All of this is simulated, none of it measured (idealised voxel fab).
Presented below is a process module, voxel wiring stack.
Square cell edge 5 nm, section width 260 nm, ID cut.
When this document writes out a cross-section, it uses a grid of square cells and lists it as bands, beginning at the top and moving down, with a band standing for one or more rows of cells.
For a band, the entry starts with two heights in nm, that of the top and then that of the bottom, and carries on with the band's materials in order from left to right, each alongside its width in nm; the word "all across" beside a single material means it fills the band edge to edge, and "air" means empty space.
Height datum 0, below which the as-received substrate wafer is one material. Lowest band open at the bottom, running downward: "top 0, no bottom".
When a width is written as two numbers, as in "30..40", the first number is the width in the top row of cells of the band and the second is the width in its bottom row, and the width changes by the same amount from each row to the next.
Basically "remained the same" means that step didn't change any cell in the cross-section.
This entry, "Fully sealed voids", enumerates those empty regions of no fewer than 8 cells that possess no open connection to the top. Each region is reported in the form width x height at distance, the distance being taken from the left edge, with all three quantities expressed in nm.
Formally, on a step line, whatever follows the settings is a remark that the simulator itself makes on the step.
"overlay nm" denotes, for a step that has a mask, the displacement of the mask to the right of its planned place, with negative values corresponding to the left.
Layout of what follows: cross-section pairs, each bracketing one process step, the after cross-section shown only to the lowest band that changed, the step between and its settings noted under each pair. Pairs may originate in different runs of this module on the same starting wafer; a pair continues from the pair above only where its entry headed "Prior to processing" says so.

[Prior to processing]
top 80, bottom 75 = 60 TiN, 20 air, 40 TiN, 20 air, 40 TiN, 20 air, 60 TiN
top 75, bottom 65 = 55 lowk, 5 TiN, 20 air, 5 TiN, 30 lowk, 5 TiN, 20 air, 5 TiN, 30 lowk, 5 TiN, 20 air, 5 TiN, 55 lowk
top 65, bottom 60 = 55 lowk, 5 TiN, 5 air, 20 TiN, 30 lowk, 30 TiN, 30 lowk, 5 TiN, 5 air, 20 TiN, 55 lowk
top 60, bottom 45 = 55 lowk, 5 TiN, 5 air, 5 TiN, 105 lowk, 5 TiN, 5 air, 5 TiN, 70 lowk
top 45, bottom 40 = 55 SiCN, 15 TiN, 105 SiCN, 15 TiN, 70 SiCN
top 40, bottom 35 = 60 TiN, 20 Cu, 40 TiN, 20 Cu, 40 TiN, 20 Cu, 60 TiN
top 35, bottom 15 = 55 SiO2, 5 TiN, 20 Cu, 5 TiN, 30 SiO2, 5 TiN, 20 Cu, 5 TiN, 30 SiO2, 5 TiN, 20 Cu, 5 TiN, 55 SiO2
top 15, bottom 10 = 55 SiN, 30 TiN, 30 SiN, 30 TiN, 30 SiN, 30 TiN, 55 SiN
top 10, bottom 0 = SiO2 all across
top 0, no bottom = Si all across
Fully sealed voids: none

[Step Outcome]
top 85, bottom 80 = Cu all across
top 80, bottom 75 = 60 TiN, 20 Cu, 40 TiN, 20 Cu, 40 TiN, 20 Cu, 60 TiN
top 75, bottom 65 = 55 lowk, 5 TiN, 20 Cu, 5 TiN, 30 lowk, 5 TiN, 20 Cu, 5 TiN, 30 lowk, 5 TiN, 20 Cu, 5 TiN, 55 lowk
top 65, bottom 60 = 55 lowk, 5 TiN, 5 Cu, 20 TiN, 30 lowk, 30 TiN, 30 lowk, 5 TiN, 5 Cu, 20 TiN, 55 lowk
top 60, bottom 45 = 55 lowk, 5 TiN, 5 Cu, 5 TiN, 105 lowk, 5 TiN, 5 Cu, 5 TiN, 70 lowk
Rest of section, below 45: as before.
Fully sealed voids: none
Between the two cross-sections shown above, the process step is FILL_DEP,material Cu,thk nm 5

Prior to processing: The cross-section prior to this step is the one presented after the step of the pair immediately above.

[Step Outcome]
top 75, bottom 65 = 55 lowk, 5 TiN, 20 Cu, 5 TiN, 30 lowk, 5 TiN, 20 Cu, 5 TiN, 30 lowk, 5 TiN, 20 Cu, 5 TiN, 55 lowk
Rest of section, below 65: as before.
Fully sealed voids: none
Between the two cross-sections shown above, the process step is CMP,height nm 75

Prior to processing: The cross-section prior to this step is the one presented after the step of the pair immediately above.

[Step Outcome]
top 80, bottom 75 = SiCN all across
Rest of section, below 75: as before.
Fully sealed voids: none
Between the two cross-sections shown above, the process step is CONFORMAL_DEP,material SiCN,thk nm 5

Prior to processing: The cross-section prior to this step is the one presented after the step of the pair immediately above.

[Step Outcome]
top 100, bottom 80 = SiO2 all across
Rest of section, below 80: as before.
Fully sealed voids: none
Between the two cross-sections shown above, the process step is DIRECTIONAL_DEP,material SiO2,thk nm 20

Prior to processing: The cross-section prior to this step is the one presented after the step of the pair immediately above.

[Step Outcome]
top 115, bottom 100 = 55 resist, 15 air, 45 resist, 15 air, 45 resist, 15 air, 70 resist
Rest of section, below 100: as before.
Fully sealed voids: none
Between the two cross-sections shown above, the process step is PATTERN,tone open,mask id PLUG_2,material resist,width nm 15,pitch nm 60,thk nm 15,overlay nm 0

Prior to processing: The cross-section prior to this step is the one presented after the step of the pair immediately above.

[Step Outcome]
top 115, bottom 100 = 55 resist, 15 air, 45 resist, 15 air, 45 resist, 15 air, 70 resist
top 100, bottom 80 = 55 SiO2, 15 air, 45 SiO2, 15 air, 45 SiO2, 15 air, 70 SiO2
Rest of section, below 80: as before.
Fully sealed voids: none
Between the two cross-sections shown above, the process step is DIRECTIONAL_ETCH,etch materials SiO2,depth nm 20

Prior to processing: The cross-section prior to this step is the one presented after the step of the pair immediately above.

[Step Outcome]
top 115, bottom 100 = 55 resist, 15 air, 45 resist, 15 air, 45 resist, 15 air, 70 resist
top 100, bottom 80 = 55 SiO2, 15 air, 45 SiO2, 15 air, 45 SiO2, 15 air, 70 SiO2
top 80, bottom 75 = 55 SiCN, 15 air, 45 SiCN, 15 air, 45 SiCN, 15 air, 70 SiCN
Rest of section, below 75: as before.
Fully sealed voids: none
Between the two cross-sections shown above, the process step is DIRECTIONAL_ETCH,etch materials SiCN,depth nm 5

Prior to processing: The cross-section prior to this step is the one presented after the step of the pair immediately above.

[Step Outcome]
top 100, bottom 80 = 55 SiO2, 15 air, 45 SiO2, 15 air, 45 SiO2, 15 air, 70 SiO2
Rest of section, below 80: as before.
Fully sealed voids: none
Between the two cross-sections shown above, the process step is STRIP,etch materials resist

Prior to processing: The cross-section prior to this step is the one presented after the step of the pair immediately above.

[Step Outcome]
top 105, bottom 100 = 60 TiN, 5 air, 55 TiN, 5 air, 55 TiN, 5 air, 75 TiN
top 100, bottom 80 = 55 SiO2, 5 TiN, 5 air, 5 TiN, 45 SiO2, 5 TiN, 5 air, 5 TiN, 45 SiO2, 5 TiN, 5 air, 5 TiN, 70 SiO2
top 80, bottom 75 = 55 SiCN, 15 TiN, 45 SiCN, 15 TiN, 45 SiCN, 15 TiN, 70 SiCN
Rest of section, below 75: as before.
Fully sealed voids: none
Between the two cross-sections shown above, the process step is CONFORMAL_DEP,material TiN,thk nm 5

Prior to processing: The cross-section prior to this step is the one presented after the step of the pair immediately above.

[Step Outcome]
top 115, bottom 105 = Cu all across
top 105, bottom 100 = 60 TiN, 5 Cu, 55 TiN, 5 Cu, 55 TiN, 5 Cu, 75 TiN
top 100, bottom 80 = 55 SiO2, 5 TiN, 5 Cu, 5 TiN, 45 SiO2, 5 TiN, 5 Cu, 5 TiN, 45 SiO2, 5 TiN, 5 Cu, 5 TiN, 70 SiO2
Rest of section, below 80: as before.
Fully sealed voids: none
Between the two cross-sections shown above, the process step is FILL_DEP,material Cu,thk nm 10

Prior to processing: The cross-section prior to this step is the one presented after the step of the pair immediately above.

[Step Outcome]
top 100, bottom 80 = 55 SiO2, 5 TiN, 5 Cu, 5 TiN, 45 SiO2, 5 TiN, 5 Cu, 5 TiN, 45 SiO2, 5 TiN, 5 Cu, 5 TiN, 70 SiO2
Rest of section, below 80: as before.
Fully sealed voids: none
Between the two cross-sections shown above, the process step is CMP,height nm 100

Prior to processing: The cross-section prior to this step is the one presented after the step of the pair immediately above.

[Step Outcome]
top 105, bottom 100 = TiN all across
Rest of section, below 100: as before.
Fully sealed voids: none
Between the two cross-sections shown above, the process step is DIRECTIONAL_DEP,material TiN,thk nm 5

Prior to processing: The cross-section prior to this step is the one presented after the step of the pair immediately above.

[Step Outcome]
top 130, bottom 105 = W all across
Rest of section, below 105: as before.
Fully sealed voids: none
Between the two cross-sections shown above, the process step is DIRECTIONAL_DEP,material W,thk nm 25

Prior to processing: The cross-section prior to this step is the one presented after the step of the pair immediately above.

[Step Outcome]
top 130, bottom 105 = 55 air, 30 W, 30 air, 30 W, 30 air, 30 W, 55 air
Rest of section, below 105: as before.
Fully sealed voids: none
Between the two cross-sections shown above, the process step is MASKED_ETCH,tone cover,mask id METAL_3,width nm 30,pitch nm 60,etch materials W,depth nm 25,overlay nm 0

Prior to processing: The cross-section prior to this step is the one presented after the step of the pair immediately above.

[Step Outcome]
top 130, bottom 105 = 55 air, 30 W, 30 air, 30 W, 30 air, 30 W, 55 air
top 105, bottom 100 = 55 air, 30 TiN, 30 air, 30 TiN, 30 air, 30 TiN, 55 air
Rest of section, below 100: as before.
Fully sealed voids: none
Between the two cross-sections shown above, the process step is MASKED_ETCH,tone cover,mask id METAL_3,width nm 30,pitch nm 60,etch materials TiN,depth nm 5,overlay nm 0

Prior to processing: The cross-section prior to this step is the one presented after the step of the pair immediately above.

[Step Outcome]
top 135, bottom 130 = 50 air, 40 SiCN, 20 air, 40 SiCN, 20 air, 40 SiCN, 50 air
top 130, bottom 105 = 50 air, 5 SiCN, 30 W, 5 SiCN, 20 air, 5 SiCN, 30 W, 5 SiCN, 20 air, 5 SiCN, 30 W, 5 SiCN, 50 air
top 105, bottom 100 = 55 SiCN, 30 TiN, 30 SiCN, 30 TiN, 30 SiCN, 30 TiN, 55 SiCN
Rest of section, below 100: as before.
Fully sealed voids: none
Between the two cross-sections shown above, the process step is CONFORMAL_DEP,material SiCN,thk nm 5

Prior to processing: The cross-section prior to this step is the one presented after the step of the pair immediately above.

[Step Outcome]
top 145, bottom 135 = SiO2 all across
top 135, bottom 130 = 50 SiO2, 40 SiCN, 20 SiO2, 40 SiCN, 20 SiO2, 40 SiCN, 50 SiO2
top 130, bottom 105 = 50 SiO2, 5 SiCN, 30 W, 5 SiCN, 20 SiO2, 5 SiCN, 30 W, 5 SiCN, 20 SiO2, 5 SiCN, 30 W, 5 SiCN, 50 SiO2
Rest of section, below 105: as before.
Fully sealed voids: none
Between the two cross-sections shown above, the process step is FILL_DEP,material SiO2,thk nm 10

Prior to processing: The cross-section prior to this step is the one presented after the step of the pair immediately above.

[Step Outcome]
top 130, bottom 105 = 50 SiO2, 5 SiCN, 30 W, 5 SiCN, 20 SiO2, 5 SiCN, 30 W, 5 SiCN, 20 SiO2, 5 SiCN, 30 W, 5 SiCN, 50 SiO2
Rest of section, below 105: as before.
Fully sealed voids: none
Between the two cross-sections shown above, the process step is CMP,height nm 130

Prior to processing: The cross-section prior to this step is the one presented after the step of the pair immediately above.

[Step Outcome]
top 135, bottom 130 = SiCN all across
Rest of section, below 130: as before.
Fully sealed voids: none
Between the two cross-sections shown above, the process step is CONFORMAL_DEP,material SiCN,thk nm 5

Prior to processing: The cross-section prior to this step is the one presented after the step of the pair immediately above.

[Step Outcome]
top 155, bottom 135 = lowk all across
Rest of section, below 135: as before.
Fully sealed voids: none
Between the two cross-sections shown above, the process step is DIRECTIONAL_DEP,material lowk,thk nm 20

Prior to processing: The cross-section prior to this step is the one presented after the step of the pair immediately above.

[Step Outcome]
top 155, bottom 135 = 55 lowk, 15 air, 105 lowk, 15 air, 70 lowk
Rest of section, below 135: as before.
Fully sealed voids: none
Between the two cross-sections shown above, the process step is MASKED_ETCH,tone open,mask id PLUG_3,width nm 15,pitch nm 120,etch materials lowk,depth nm 20,overlay nm 0

Prior to processing: The cross-section prior to this step is the one presented after the step of the pair immediately above.

[Step Outcome]
top 155, bottom 135 = 55 lowk, 15 air, 105 lowk, 15 air, 70 lowk
top 135, bottom 130 = 55 SiCN, 15 air, 105 SiCN, 15 air, 70 SiCN
Rest of section, below 130: as before.
Fully sealed voids: none
Between the two cross-sections shown above, the process step is MASKED_ETCH,tone open,mask id PLUG_3,width nm 15,pitch nm 120,etch materials SiCN,depth nm 5,overlay nm 0

Prior to processing: The cross-section prior to this step is the one presented after the step of the pair immediately above.

[Step Outcome]
top 155, bottom 140 = 55 lowk, 15 air, 105 lowk, 15 air, 70 lowk
top 140, bottom 135 = 55 lowk, 15 Ru, 105 lowk, 15 Ru, 70 lowk
top 135, bottom 130 = 55 SiCN, 15 Ru, 105 SiCN, 15 Ru, 70 SiCN
Rest of section, below 130: as before.
Fully sealed voids: none
Between the two cross-sections shown above, the process step is EPI,material Ru,thk nm 10

Prior to processing: The cross-section prior to this step is the one presented after the step of the pair immediately above.

[Step Outcome]
top 155, bottom 150 = 55 lowk, 15 air, 105 lowk, 15 air, 70 lowk
top 150, bottom 135 = 55 lowk, 15 Ru, 105 lowk, 15 Ru, 70 lowk
Rest of section, below 135: as before.
Fully sealed voids: none
Between the two cross-sections shown above, the process step is EPI,material Ru,thk nm 10

Prior to processing: The cross-section prior to this step is the one presented after the step of the pair immediately above.

[Step Outcome]
top 155, bottom 135 = 55 lowk, 15 Ru, 105 lowk, 15 Ru, 70 lowk
Rest of section, below 135: as before.
Fully sealed voids: none
Between the two cross-sections shown above, the process step is EPI,material Ru,thk nm 5

Prior to processing: The cross-section prior to this step is the one presented after the step of the pair immediately above.

[Step Outcome]
top 160, bottom 155 = SiCN all across
Rest of section, below 155: as before.
Fully sealed voids: none
Between the two cross-sections shown above, the process step is CONFORMAL_DEP,material SiCN,thk nm 5

Prior to processing: The cross-section prior to this step is the one presented after the step of the pair immediately above.

[Step Outcome]
top 185, bottom 160 = SiO2 all across
Rest of section, below 160: as before.
Fully sealed voids: none
Between the two cross-sections shown above, the process step is DIRECTIONAL_DEP,material SiO2,thk nm 25

Prior to processing: The cross-section prior to this step is the one presented after the step of the pair immediately above.

[Step Outcome]
top 205, bottom 185 = 55 resist, 30 air, 30 resist, 30 air, 30 resist, 30 air, 55 resist
Rest of section, below 185: as before.
Fully sealed voids: none
Between the two cross-sections shown above, the process step is PATTERN,tone open,mask id METAL_4,material resist,width nm 30,pitch nm 60,thk nm 20,overlay nm 0

Prior to processing: The cross-section prior to this step is the one presented after the step of the pair immediately above.

[Step Outcome]
top 205, bottom 185 = 55 resist, 30 air, 30 resist, 30 air, 30 resist, 30 air, 55 resist
top 185, bottom 160 = 55 SiO2, 30 air, 30 SiO2, 30 air, 30 SiO2, 30 air, 55 SiO2
Rest of section, below 160: as before.
Fully sealed voids: none
Between the two cross-sections shown above, the process step is DIRECTIONAL_ETCH,etch materials SiO2,depth nm 25

Prior to processing: The cross-section prior to this step is the one presented after the step of the pair immediately above.

[Step Outcome]
top 205, bottom 185 = 55 resist, 30 air, 30 resist, 30 air, 30 resist, 30 air, 55 resist
top 185, bottom 160 = 55 SiO2, 30 air, 30 SiO2, 30 air, 30 SiO2, 30 air, 55 SiO2
top 160, bottom 155 = 55 SiCN, 30 air, 30 SiCN, 30 air, 30 SiCN, 30 air, 55 SiCN
Rest of section, below 155: as before.
Fully sealed voids: none
Between the two cross-sections shown above, the process step is DIRECTIONAL_ETCH,etch materials SiCN,depth nm 5

Prior to processing: The cross-section prior to this step is the one presented after the step of the pair immediately above.

[Step Outcome]
top 185, bottom 160 = 55 SiO2, 30 air, 30 SiO2, 30 air, 30 SiO2, 30 air, 55 SiO2
Rest of section, below 160: as before.
Fully sealed voids: none
Between the two cross-sections shown above, the process step is STRIP,etch materials resist

Prior to processing: The cross-section prior to this step is the one presented after the step of the pair immediately above.

[Step Outcome]
top 190, bottom 185 = 60 TiN, 20 air, 40 TiN, 20 air, 40 TiN, 20 air, 60 TiN
top 185, bottom 160 = 55 SiO2, 5 TiN, 20 air, 5 TiN, 30 SiO2, 5 TiN, 20 air, 5 TiN, 30 SiO2, 5 TiN, 20 air, 5 TiN, 55 SiO2
top 160, bottom 155 = 55 SiCN, 30 TiN, 30 SiCN, 30 TiN, 30 SiCN, 30 TiN, 55 SiCN
Rest of section, below 155: as before.
Fully sealed voids: none
Between the two cross-sections shown above, the process step is CONFORMAL_DEP,material TiN,thk nm 5

Prior to processing: The cross-section prior to this step is the one presented after the step of the pair immediately above.

[Step Outcome]
top 195, bottom 190 = W all across
top 190, bottom 185 = 60 TiN, 20 W, 40 TiN, 20 W, 40 TiN, 20 W, 60 TiN
top 185, bottom 160 = 55 SiO2, 5 TiN, 20 W, 5 TiN, 30 SiO2, 5 TiN, 20 W, 5 TiN, 30 SiO2, 5 TiN, 20 W, 5 TiN, 55 SiO2
Rest of section, below 160: as before.
Fully sealed voids: none
Between the two cross-sections shown above, the process step is FILL_DEP,material W,thk nm 5

Prior to processing: The cross-section prior to this step is the one presented after the step of the pair immediately above.

[Step Outcome]
top 185, bottom 160 = 55 SiO2, 5 TiN, 20 W, 5 TiN, 30 SiO2, 5 TiN, 20 W, 5 TiN, 30 SiO2, 5 TiN, 20 W, 5 TiN, 55 SiO2
Rest of section, below 160: as before.
Fully sealed voids: none
Between the two cross-sections shown above, the process step is CMP,height nm 185

Prior to processing: The cross-section prior to this step is the one presented after the step of the pair immediately above.

[Step Outcome]
top 190, bottom 185 = 50 air, 40 Ru, 20 air, 40 Ru, 20 air, 40 Ru, 50 air
Rest of section, below 185: as before.
Fully sealed voids: none
Between the two cross-sections shown above, the process step is EPI,material Ru,thk nm 5

Prior to processing: The cross-section prior to this step is the one presented after the step of the pair immediately above.

[Step Outcome]
top 195, bottom 190 = SiCN all across
top 190, bottom 185 = 50 SiCN, 40 Ru, 20 SiCN, 40 Ru, 20 SiCN, 40 Ru, 50 SiCN
Rest of section, below 185: as before.
Fully sealed voids: none
Between the two cross-sections shown above, the process step is FILL_DEP,material SiCN,thk nm 5

[Prior to processing]
top 155, bottom 135 = lowk all across
top 135, bottom 130 = SiCN all across
top 130, bottom 105 = 50 SiO2, 5 SiCN, 30 W, 5 SiCN, 20 SiO2, 5 SiCN, 30 W, 5 SiCN, 20 SiO2, 5 SiCN, 30 W, 5 SiCN, 50 SiO2
top 105, bottom 100 = 55 SiCN, 30 TiN, 30 SiCN, 30 TiN, 30 SiCN, 30 TiN, 55 SiCN
top 100, bottom 80 = 55 SiO2, 5 TiN, 5 Cu, 5 TiN, 45 SiO2, 5 TiN, 5 Cu, 5 TiN, 45 SiO2, 5 TiN, 5 Cu, 5 TiN, 70 SiO2
top 80, bottom 75 = 55 SiCN, 15 TiN, 45 SiCN, 15 TiN, 45 SiCN, 15 TiN, 70 SiCN
top 75, bottom 65 = 55 lowk, 5 TiN, 20 Cu, 5 TiN, 30 lowk, 5 TiN, 20 Cu, 5 TiN, 30 lowk, 5 TiN, 20 Cu, 5 TiN, 55 lowk
top 65, bottom 60 = 55 lowk, 5 TiN, 5 Cu, 20 TiN, 30 lowk, 30 TiN, 30 lowk, 5 TiN, 5 Cu, 20 TiN, 55 lowk
top 60, bottom 45 = 55 lowk, 5 TiN, 5 Cu, 5 TiN, 105 lowk, 5 TiN, 5 Cu, 5 TiN, 70 lowk
top 45, bottom 40 = 55 SiCN, 15 TiN, 105 SiCN, 15 TiN, 70 SiCN
top 40, bottom 20 = 55 SiO2, 5 TiN, 20 Cu, 5 TiN, 30 SiO2, 5 TiN, 20 Cu, 5 TiN, 30 SiO2, 5 TiN, 20 Cu, 5 TiN, 55 SiO2
top 20, bottom 15 = 55 SiN, 30 TiN, 30 SiN, 30 TiN, 30 SiN, 30 TiN, 55 SiN
top 15, bottom 0 = SiO2 all across
top 0, no bottom = Si all across
Fully sealed voids: none

[Step Outcome]
top 155, bottom 135 = 55 lowk, 20 air, 100 lowk, 20 air, 65 lowk
Rest of section, below 135: as before.
Fully sealed voids: none
Between the two cross-sections shown above, the process step is MASKED_ETCH,tone open,mask id PLUG_3,width nm 20,pitch nm 120,etch materials lowk,depth nm 20,overlay nm 0

Prior to processing: The cross-section prior to this step is the one presented after the step of the pair immediately above.

[Step Outcome]
top 155, bottom 135 = 55 lowk, 20 air, 100 lowk, 20 air, 65 lowk
top 135, bottom 130 = 55 SiCN, 15 air, 105 SiCN, 15 air, 70 SiCN
Rest of section, below 130: as before.
Fully sealed voids: none
Between the two cross-sections shown above, the process step is MASKED_ETCH,tone open,mask id PLUG_3,width nm 15,pitch nm 120,etch materials SiCN,depth nm 5,overlay nm 0

Prior to processing: The cross-section prior to this step is the one presented after the step of the pair immediately above.

[Step Outcome]
top 155, bottom 140 = 55 lowk, 20 air, 100 lowk, 20 air, 65 lowk
top 140, bottom 135 = 55 lowk, 20 Ru, 100 lowk, 20 Ru, 65 lowk
top 135, bottom 130 = 55 SiCN, 15 Ru, 105 SiCN, 15 Ru, 70 SiCN
Rest of section, below 130: as before.
Fully sealed voids: none
Between the two cross-sections shown above, the process step is EPI,material Ru,thk nm 10

Prior to processing: The cross-section prior to this step is the one presented after the step of the pair immediately above.

[Step Outcome]
top 155, bottom 150 = 55 lowk, 20 air, 100 lowk, 20 air, 65 lowk
top 150, bottom 135 = 55 lowk, 20 Ru, 100 lowk, 20 Ru, 65 lowk
Rest of section, below 135: as before.
Fully sealed voids: none
Between the two cross-sections shown above, the process step is EPI,material Ru,thk nm 10

Prior to processing: The cross-section prior to this step is the one presented after the step of the pair immediately above.

[Step Outcome]
top 155, bottom 135 = 55 lowk, 20 Ru, 100 lowk, 20 Ru, 65 lowk
Rest of section, below 135: as before.
Fully sealed voids: none
Between the two cross-sections shown above, the process step is EPI,material Ru,thk nm 5

Prior to processing: The cross-section prior to this step is the one presented after the step of the pair immediately above.

[Step Outcome]
top 160, bottom 155 = SiCN all across
Rest of section, below 155: as before.
Fully sealed voids: none
Between the two cross-sections shown above, the process step is CONFORMAL_DEP,material SiCN,thk nm 5

Prior to processing: The cross-section prior to this step is the one presented after the step of the pair immediately above.

[Step Outcome]
top 185, bottom 160 = SiO2 all across
Rest of section, below 160: as before.
Fully sealed voids: none
Between the two cross-sections shown above, the process step is DIRECTIONAL_DEP,material SiO2,thk nm 25

Prior to processing: The cross-section prior to this step is the one presented after the step of the pair immediately above.

[Step Outcome]
top 205, bottom 185 = 55 resist, 30 air, 30 resist, 30 air, 30 resist, 30 air, 55 resist
Rest of section, below 185: as before.
Fully sealed voids: none
Between the two cross-sections shown above, the process step is PATTERN,tone open,mask id METAL_4,material resist,width nm 30,pitch nm 60,thk nm 20,overlay nm 0

Prior to processing: The cross-section prior to this step is the one presented after the step of the pair immediately above.

[Step Outcome]
top 205, bottom 185 = 55 resist, 30 air, 30 resist, 30 air, 30 resist, 30 air, 55 resist
top 185, bottom 160 = 55 SiO2, 30 air, 30 SiO2, 30 air, 30 SiO2, 30 air, 55 SiO2
Rest of section, below 160: as before.
Fully sealed voids: none
Between the two cross-sections shown above, the process step is DIRECTIONAL_ETCH,etch materials SiO2,depth nm 25

Prior to processing: The cross-section prior to this step is the one presented after the step of the pair immediately above.

[Step Outcome]
top 205, bottom 185 = 55 resist, 30 air, 30 resist, 30 air, 30 resist, 30 air, 55 resist
top 185, bottom 160 = 55 SiO2, 30 air, 30 SiO2, 30 air, 30 SiO2, 30 air, 55 SiO2
top 160, bottom 155 = 55 SiCN, 30 air, 30 SiCN, 30 air, 30 SiCN, 30 air, 55 SiCN
Rest of section, below 155: as before.
Fully sealed voids: none
Between the two cross-sections shown above, the process step is DIRECTIONAL_ETCH,etch materials SiCN,depth nm 5

Prior to processing: The cross-section prior to this step is the one presented after the step of the pair immediately above.

[Step Outcome]
top 185, bottom 160 = 55 SiO2, 30 air, 30 SiO2, 30 air, 30 SiO2, 30 air, 55 SiO2
Rest of section, below 160: as before.
Fully sealed voids: none
Between the two cross-sections shown above, the process step is STRIP,etch materials resist

Prior to processing: The cross-section prior to this step is the one presented after the step of the pair immediately above.

[Step Outcome]
top 190, bottom 185 = 60 TiN, 20 air, 40 TiN, 20 air, 40 TiN, 20 air, 60 TiN
top 185, bottom 160 = 55 SiO2, 5 TiN, 20 air, 5 TiN, 30 SiO2, 5 TiN, 20 air, 5 TiN, 30 SiO2, 5 TiN, 20 air, 5 TiN, 55 SiO2
top 160, bottom 155 = 55 SiCN, 30 TiN, 30 SiCN, 30 TiN, 30 SiCN, 30 TiN, 55 SiCN
Rest of section, below 155: as before.
Fully sealed voids: none
Between the two cross-sections shown above, the process step is CONFORMAL_DEP,material TiN,thk nm 5

Prior to processing: The cross-section prior to this step is the one presented after the step of the pair immediately above.

[Step Outcome]
top 195, bottom 190 = W all across
top 190, bottom 185 = 60 TiN, 20 W, 40 TiN, 20 W, 40 TiN, 20 W, 60 TiN
top 185, bottom 160 = 55 SiO2, 5 TiN, 20 W, 5 TiN, 30 SiO2, 5 TiN, 20 W, 5 TiN, 30 SiO2, 5 TiN, 20 W, 5 TiN, 55 SiO2
Rest of section, below 160: as before.
Fully sealed voids: none
Between the two cross-sections shown above, the process step is FILL_DEP,material W,thk nm 5

Prior to processing: The cross-section prior to this step is the one presented after the step of the pair immediately above.

[Step Outcome]
top 185, bottom 160 = 55 SiO2, 5 TiN, 20 W, 5 TiN, 30 SiO2, 5 TiN, 20 W, 5 TiN, 30 SiO2, 5 TiN, 20 W, 5 TiN, 55 SiO2
Rest of section, below 160: as before.
Fully sealed voids: none
Between the two cross-sections shown above, the process step is CMP,height nm 185

Prior to processing: The cross-section prior to this step is the one presented after the step of the pair immediately above.

[Step Outcome]
top 190, bottom 185 = 50 air, 40 Ru, 20 air, 40 Ru, 20 air, 40 Ru, 50 air
Rest of section, below 185: as before.
Fully sealed voids: none
Between the two cross-sections shown above, the process step is EPI,material Ru,thk nm 5

Prior to processing: The cross-section prior to this step is the one presented after the step of the pair immediately above.

[Step Outcome]
top 195, bottom 190 = SiCN all across
top 190, bottom 185 = 50 SiCN, 40 Ru, 20 SiCN, 40 Ru, 20 SiCN, 40 Ru, 50 SiCN
Rest of section, below 185: as before.
Fully sealed voids: none
Between the two cross-sections shown above, the process step is FILL_DEP,material SiCN,thk nm 5

[Prior to processing]
top 100, bottom 80 = SiO2 all across
top 80, bottom 75 = SiCN all across
top 75, bottom 65 = 55 lowk, 5 TiN, 20 Cu, 5 TiN, 30 lowk, 5 TiN, 20 Cu, 5 TiN, 30 lowk, 5 TiN, 20 Cu, 5 TiN, 55 lowk
top 65, bottom 60 = 55 lowk, 5 TiN, 5 Cu, 20 TiN, 30 lowk, 30 TiN, 30 lowk, 5 TiN, 5 Cu, 20 TiN, 55 lowk
top 60, bottom 45 = 55 lowk, 5 TiN, 5 Cu, 5 TiN, 105 lowk, 5 TiN, 5 Cu, 5 TiN, 70 lowk
top 45, bottom 40 = 55 SiCN, 15 TiN, 105 SiCN, 15 TiN, 70 SiCN
top 40, bottom 20 = 55 SiO2, 5 TiN, 20 Cu, 5 TiN, 30 SiO2, 5 TiN, 20 Cu, 5 TiN, 30 SiO2, 5 TiN, 20 Cu, 5 TiN, 55 SiO2
top 20, bottom 15 = 55 SiN, 30 TiN, 30 SiN, 30 TiN, 30 SiN, 30 TiN, 55 SiN
top 15, bottom 0 = SiO2 all across
top 0, no bottom = Si all across
Fully sealed voids: none

[Step Outcome]
top 115, bottom 100 = 60 resist, 15 air, 45 resist, 15 air, 45 resist, 15 air, 65 resist
Rest of section, below 100: as before.
Fully sealed voids: none
Between the two cross-sections shown above, the process step is PATTERN,tone open,mask id PLUG_2,material resist,width nm 15,pitch nm 60,thk nm 15,overlay nm 5

Prior to processing: The cross-section prior to this step is the one presented after the step of the pair immediately above.

[Step Outcome]
top 115, bottom 100 = 60 resist, 15 air, 45 resist, 15 air, 45 resist, 15 air, 65 resist
top 100, bottom 80 = 60 SiO2, 15 air, 45 SiO2, 15 air, 45 SiO2, 15 air, 65 SiO2
Rest of section, below 80: as before.
Fully sealed voids: none
Between the two cross-sections shown above, the process step is DIRECTIONAL_ETCH,etch materials SiO2,depth nm 20

Prior to processing: The cross-section prior to this step is the one presented after the step of the pair immediately above.

[Step Outcome]
top 115, bottom 100 = 60 resist, 15 air, 45 resist, 15 air, 45 resist, 15 air, 65 resist
top 100, bottom 80 = 60 SiO2, 15 air, 45 SiO2, 15 air, 45 SiO2, 15 air, 65 SiO2
top 80, bottom 75 = 60 SiCN, 15 air, 45 SiCN, 15 air, 45 SiCN, 15 air, 65 SiCN
Rest of section, below 75: as before.
Fully sealed voids: none
Between the two cross-sections shown above, the process step is DIRECTIONAL_ETCH,etch materials SiCN,depth nm 5

Prior to processing: The cross-section prior to this step is the one presented after the step of the pair immediately above.

[Step Outcome]
top 100, bottom 80 = 60 SiO2, 15 air, 45 SiO2, 15 air, 45 SiO2, 15 air, 65 SiO2
Rest of section, below 80: as before.
Fully sealed voids: none
Between the two cross-sections shown above, the process step is STRIP,etch materials resist

Prior to processing: The cross-section prior to this step is the one presented after the step of the pair immediately above.

[Step Outcome]
top 105, bottom 100 = 65 TiN, 5 air, 55 TiN, 5 air, 55 TiN, 5 air, 70 TiN
top 100, bottom 80 = 60 SiO2, 5 TiN, 5 air, 5 TiN, 45 SiO2, 5 TiN, 5 air, 5 TiN, 45 SiO2, 5 TiN, 5 air, 5 TiN, 65 SiO2
top 80, bottom 75 = 60 SiCN, 15 TiN, 45 SiCN, 15 TiN, 45 SiCN, 15 TiN, 65 SiCN
Rest of section, below 75: as before.
Fully sealed voids: none
Between the two cross-sections shown above, the process step is CONFORMAL_DEP,material TiN,thk nm 5

Prior to processing: The cross-section prior to this step is the one presented after the step of the pair immediately above.

[Step Outcome]
top 115, bottom 105 = Cu all across
top 105, bottom 100 = 65 TiN, 5 Cu, 55 TiN, 5 Cu, 55 TiN, 5 Cu, 70 TiN
top 100, bottom 80 = 60 SiO2, 5 TiN, 5 Cu, 5 TiN, 45 SiO2, 5 TiN, 5 Cu, 5 TiN, 45 SiO2, 5 TiN, 5 Cu, 5 TiN, 65 SiO2
Rest of section, below 80: as before.
Fully sealed voids: none
Between the two cross-sections shown above, the process step is FILL_DEP,material Cu,thk nm 10

Prior to processing: The cross-section prior to this step is the one presented after the step of the pair immediately above.

[Step Outcome]
top 100, bottom 80 = 60 SiO2, 5 TiN, 5 Cu, 5 TiN, 45 SiO2, 5 TiN, 5 Cu, 5 TiN, 45 SiO2, 5 TiN, 5 Cu, 5 TiN, 65 SiO2
Rest of section, below 80: as before.
Fully sealed voids: none
Between the two cross-sections shown above, the process step is CMP,height nm 100
